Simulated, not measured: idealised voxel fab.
The process module that follows is named voxel released beams.
Each square cell in cross-section cut measures 5 nm, and the section as a whole is 255 nm wide.
Cross-section layout: square cells on a grid; listed as bands, top to bottom; a band spans one or more cell rows.
Within each band entry, the heights of the top and of the bottom of the band appear first, in that order and in nm; the materials of the band then follow from left to right, each with its corresponding width in nm. The designation "everywhere" on a single material indicates that it fills the band from edge to edge; the designation "air" indicates empty space.
Ref level 0: as-received wafer is one material below here. Bottom band extends down with no lower bound ("0 nm and below").
The notation "30..40" denotes a width that varies across the rows of cells in the band, beginning at the first number in the top row, finishing at the second number in the bottom row, and changing by an identical amount from each row to the next.
Basically "no change occurred" means that step didn't change any cell in the cross-section.
Entry "Closed void roster" = empty spaces >= 8 cells with no open way to the top; each as width x height at distance, distance from left edge, all nm.
On a step's line, text after the settings is the simulator commenting on that step.
The optional step-line setting "overlay nm" applies to steps with a mask and quantifies how far to the right of its planned location the mask lay, a negative value indicating leftward placement.

-- Here's what the planned process steps look like
1) RECEIVE, material Si
2) CONFORMAL_DEP, material Al2O3, thk nm 10
3) DIRECTIONAL_DEP, material SiO2, thk nm 15
4) DIRECTIONAL_DEP, material aC, thk nm 15
5) PATTERN, tone open, mask id ANCHOR, material resist, width nm 35, thk nm 30, overlay nm 0
6) DIRECTIONAL_ETCH, etch materials aC, depth nm 15
7) STRIP, etch materials resist
8) DIRECTIONAL_ETCH, etch materials SiO2, depth nm 15
9) STRIP, etch materials aC
10) CONFORMAL_DEP, material polySi, thk nm 15
11) PATTERN, tone cover, mask id BEAM, material resist, width nm 110, thk nm 20, overlay nm 0
12) DIRECTIONAL_ETCH, etch materials polySi, depth nm 15
13) STRIP, etch materials resist
14) STRIP, etch materials SiO2
The wafers in this document start out alike and differ in the width nm applied at step 5; the plan shows the value used for the first wafer.

-- The first of several wafers in cross-section, exactly as it reached us after step 1
	0 nm and below: Si everywhere
	Closed void roster: none

-- End of module: cross-section of the first of several wafers after step 14, the last step
	40 nm to 25 nm: air: 70 | polySi: 25 | air: 5 | polySi: 80 | air: 75
	25 nm to 10 nm: air: 80 | polySi: 35 | air: 140
	10 nm to 0 nm: Al2O3 everywhere
	0 nm and below: Si everywhere
	Closed void roster: none

-- Of the several wafers, the last: cross-section at the end of the module
	40 nm to 25 nm: air: 70 | polySi: 15 | air: 30 | polySi: 65 | air: 75
	25 nm to 10 nm: air: 70 | polySi: 60 | air: 125
	10 nm to 0 nm: Al2O3 everywhere
	0 nm and below: Si everywhere
	Closed void roster: none

-- Row per wafer, end-of-module: cell gain (+)/loss (-) by material since the wafer came in, then closed voids
width nm 35 | +102 Al2O3 | +84 polySi | Closed void roster: none
width nm 40 | +102 Al2O3 | +84 polySi | Closed void roster: none
width nm 45 | +102 Al2O3 | +84 polySi | Closed void roster: none
width nm 50 | +102 Al2O3 | +84 polySi | Closed void roster: none
width nm 55 | +102 Al2O3 | +84 polySi | Closed void roster: none
width nm 60 | +102 Al2O3 | +84 polySi | Closed void roster: none
